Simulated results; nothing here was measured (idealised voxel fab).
process module | voxel fin reveal
cross-section cut | 280 nm wide | cells 5 nm
A cross-section is a grid of square cells, given in bands from the top down. A band is one or more rows of cells.
Each band's line starts with the height of the band's top and of its bottom, in nm. Then come its materials from left to right, each with its width in nm. One material with "throughout" fills the band from edge to edge. "air" is empty space.
Height 0 is the level under which the wafer as received is all one material. The lowest band goes on downwards, as in "0 down".
A width such as "30 to 40" changes by the same amount from each row of cells to the next, from the band's top row to its bottom row.
"no change" after a step means that no cell of the cross-section changed.
closed voids: empty space of 8 cells or more with no open way to the top, each as width x height at its distance from the left edge, in nm
after a step's settings: what the simulator itself notes on the step
overlay nm, on a step with a mask: how far to the right of its planned place the mask lay; to the left if negative
plan
1 op RECEIVE | material Si
2 op CONFORMAL_DEP | material SiN | thk nm 5
3 op PATTERN | tone cover | mask id FINS | material resist | width nm 15 | pitch nm 40 | thk nm 20 | overlay nm 0
4 op DIRECTIONAL_ETCH | etch materials SiN | depth nm 5
5 op DIRECTIONAL_ETCH | etch materials Si | depth nm 40
6 op STRIP | etch materials resist
7 op OXIDIZE | depth nm 5
8 op FILL_DEP | material SiO2 | thk nm 15
9 op CMP | height nm 5
10 op SELECTIVE_ETCH | etch materials SiO2 | depth nm 35
11 op STRIP | etch materials SiN
as received, after step 1
  0 down: Si throughout
  closed voids: none
a wafer at the end: this start, this plan, one mistake
  0 to -30: air 80 | Si 5 | air 35 | Si 5 | air 35 | Si 5 | air 35 | Si 5 | air 75
  -30 to -45: SiO2 80 | Si 5 | SiO2 35 | Si 5 | SiO2 35 | Si 5 | SiO2 35 | Si 5 | SiO2 75
  -45 down: Si throughout
  closed voids: none
what went wrong: step 3 ran as: op PATTERN | tone cover | mask id FINS | material resist | width nm 15 | pitch nm 40 | thk nm 20 | overlay nm 5
